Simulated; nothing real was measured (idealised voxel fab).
process module | voxel lift off
cross-section cut | 205 nm wide | cells 5 nm
A cross-section is a grid of square cells, given in bands from the top down. A band is one or more rows of cells.
Each band's line starts with the height of the band's top and of its bottom, in nm. Then come its materials from left to right, each with its width in nm. One material with "throughout" fills the band from edge to edge. "air" is empty space.
Height 0 is the level under which the wafer as received is all one material. The lowest band goes on downwards, as in "0 down".
A width such as "30 to 40" changes by the same amount from each row of cells to the next, from the band's top row to its bottom row.
"no change" after a step means that no cell of the cross-section changed.
closed voids: empty space of 8 cells or more with no open way to the top, each as width x height at its distance from the left edge, in nm
after a step's settings: what the simulator itself notes on the step
overlay nm, on a step with a mask: how far to the right of its planned place the mask lay; to the left if negative
plan
1 op RECEIVE | material Si
2 op CONFORMAL_DEP | material SiN | thk nm 15
3 op PATTERN | tone open | mask id LINES | material resist | width nm 15 | pitch nm 40 | thk nm 25 | overlay nm 0
4 op DIRECTIONAL_DEP | material Ru | thk nm 15
5 op STRIP | etch materials resist
6 op CONFORMAL_DEP | material SiN | thk nm 10
as received, after step 1
  0 down: Si throughout
  closed voids: none
a wafer at the end: this start, this plan, one mistake
  30 to 20: air 45 | SiN 35 | air 5 | SiN 35 | air 5 | SiN 35 | air 45
  20 to 15: air 45 | SiN 10 | Ru 15 | SiN 10 | air 5 | SiN 10 | Ru 15 | SiN 10 | air 5 | SiN 10 | Ru 15 | SiN 10 | air 45
  15 to 5: SiN 55 | Ru 15 | SiN 25 | Ru 15 | SiN 25 | Ru 15 | SiN 55
  5 to 0: SiN throughout
  0 down: Si throughout
  closed voids: none
what went wrong: step 2 ran as: op CONFORMAL_DEP | material SiN | thk nm 5
